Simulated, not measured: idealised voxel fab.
Presented below is a process module, voxel gate over fins.
Cross-sectional view cut (width: 295 nm; square cell size: 5 nm).
In what follows, cross-sections appear as grids of square cells, described through bands that run from the top down, where every band is one or more rows of cells.
This entry defines a band. It first specifies the height of the band's top and the height of its bottom in nm, and then specifies the band's materials from left to right, stating each material with its width in nm. The word "throughout" identifies a single material that fills the band from edge to edge, while the word "empty" identifies empty space.
Heights from 0 (as-received wafer is one material below). Bottom band endless downward, as "0..down".
When a width is written as two numbers, as in "30..40", the first number is the width in the top row of cells of the band and the second is the width in its bottom row, and the width changes by the same amount from each row to the next.
"remained unchanged" (step): cross-section cells unchanged, all of them.
"Fully enclosed voids" means: voids of 8 cells or more that are shut off from the top with no open way through. Written width x height at distance, distance from the left edge, in nm.
Step line, after settings: the simulator's comment on this step.
You can add "overlay nm" to a step's line. For a step with a mask, it describes how far the mask lay to the right of its planned position, and a negative number describes a lay to the left.
Planned step list for the process
- 1: RECEIVE, material Si
- 2: CONFORMAL_DEP, material SiN, thk nm 10
- 3: MASKED_ETCH, tone cover, mask id FINS, width nm 15, pitch nm 55, etch materials SiN, depth nm 10, overlay nm 0
- 4: MASKED_ETCH, tone cover, mask id FINS, width nm 15, pitch nm 55, etch materials Si, depth nm 35, overlay nm 0
- 5: FILL_DEP, material SiO2, thk nm 10
- 6: CMP, height nm 10
- 7: PATTERN, tone open, mask id RAIL, material resist, width nm 15, thk nm 15, overlay nm 0
- 8: DIRECTIONAL_ETCH, etch materials SiO2, depth nm 40
- 9: STRIP, etch materials resist
- 10: CONFORMAL_DEP, material TiN, thk nm 5
- 11: FILL_DEP, material Ru, thk nm 5
- 12: CMP, height nm 10
- 13: SELECTIVE_ETCH, etch materials W Ru TiN, depth nm 30
- 14: FILL_DEP, material SiO2, thk nm 5
- 15: CMP, height nm 10
- 16: SELECTIVE_ETCH, etch materials SiO2, depth nm 25
- 17: STRIP, etch materials SiN
- 18: CONFORMAL_DEP, material HfO2, thk nm 5
- 19: CONFORMAL_DEP, material TiN, thk nm 5
- 20: FILL_DEP, material W, thk nm 10
- 21: CMP, height nm 15
- 22: CONFORMAL_DEP, material SiCN, thk nm 10
Shown in cross-section is the wafer as received, that is, as it stands after step 1
0..down: Si throughout
Fully enclosed voids: none
Cross-section: first of two wafers, module finished, run according to plan
25..15: SiCN throughout
15..10: W throughout
10..5: W (100) | TiN (35) | W (20) | TiN (35) | W (105)
5..0: W (100) | TiN (5) | HfO2 (25) | TiN (5) | W (20) | TiN (5) | HfO2 (25) | TiN (5) | W (105)
0..-5: W (100) | TiN (5) | HfO2 (5) | Si (15) | HfO2 (5) | TiN (5) | W (20) | TiN (5) | HfO2 (5) | Si (15) | HfO2 (5) | TiN (5) | W (105)
-5..-10: TiN (105) | HfO2 (5) | Si (15) | HfO2 (5) | TiN (30) | HfO2 (5) | Si (15) | HfO2 (5) | TiN (110)
-10..-15: HfO2 (110) | Si (15) | HfO2 (40) | Si (15) | HfO2 (115)
-15..-20: SiO2 (110) | Si (15) | SiO2 (40) | Si (15) | SiO2 (115)
-20..-25: SiO2 (110) | Si (15) | SiO2 (10) | TiN (5) | Ru (5) | TiN (5) | SiO2 (15) | Si (15) | SiO2 (115)
-25..-30: SiO2 (110) | Si (15) | SiO2 (10) | TiN (15) | SiO2 (15) | Si (15) | SiO2 (115)
-30..-35: SiO2 (110) | Si (15) | SiO2 (40) | Si (15) | SiO2 (115)
-35..down: Si throughout
Fully enclosed voids: none
Wafer two, sectioned after the module: the first wafer's start, the first wafer's plan, and one mistake in how it was run
25..15: SiCN throughout
15..10: W throughout
10..5: W (100) | TiN (35) | W (20) | TiN (35) | W (105)
5..0: W (100) | TiN (5) | HfO2 (25) | TiN (5) | W (20) | TiN (5) | HfO2 (25) | TiN (5) | W (105)
0..-5: W (100) | TiN (5) | HfO2 (5) | Si (15) | HfO2 (5) | TiN (5) | W (20) | TiN (5) | HfO2 (5) | Si (15) | HfO2 (5) | TiN (5) | W (105)
-5..-10: TiN (105) | HfO2 (5) | Si (15) | HfO2 (5) | TiN (30) | HfO2 (5) | Si (15) | HfO2 (5) | TiN (110)
-10..-15: HfO2 (110) | Si (15) | HfO2 (40) | Si (15) | HfO2 (115)
-15..-20: SiO2 (110) | Si (15) | SiO2 (40) | Si (15) | SiO2 (115)
-20..-25: SiO2 (110) | Si (15) | SiO2 (10) | TiN (5) | Ru (5) | TiN (5) | SiO2 (15) | Si (15) | SiO2 (115)
-25..-30: SiO2 (110) | Si (15) | SiO2 (10) | TiN (15) | SiO2 (15) | Si (15) | SiO2 (115)
-30..-70: SiO2 (110) | Si (15) | SiO2 (40) | Si (15) | SiO2 (115)
-70..down: Si throughout
Fully enclosed voids: none
Deviation from plan: step 4 from the plan got run twice
Per the end-of-run cell counts, the second wafer holds more or fewer of some materials than the first: Si: 371 fewer; SiO2: 371 more
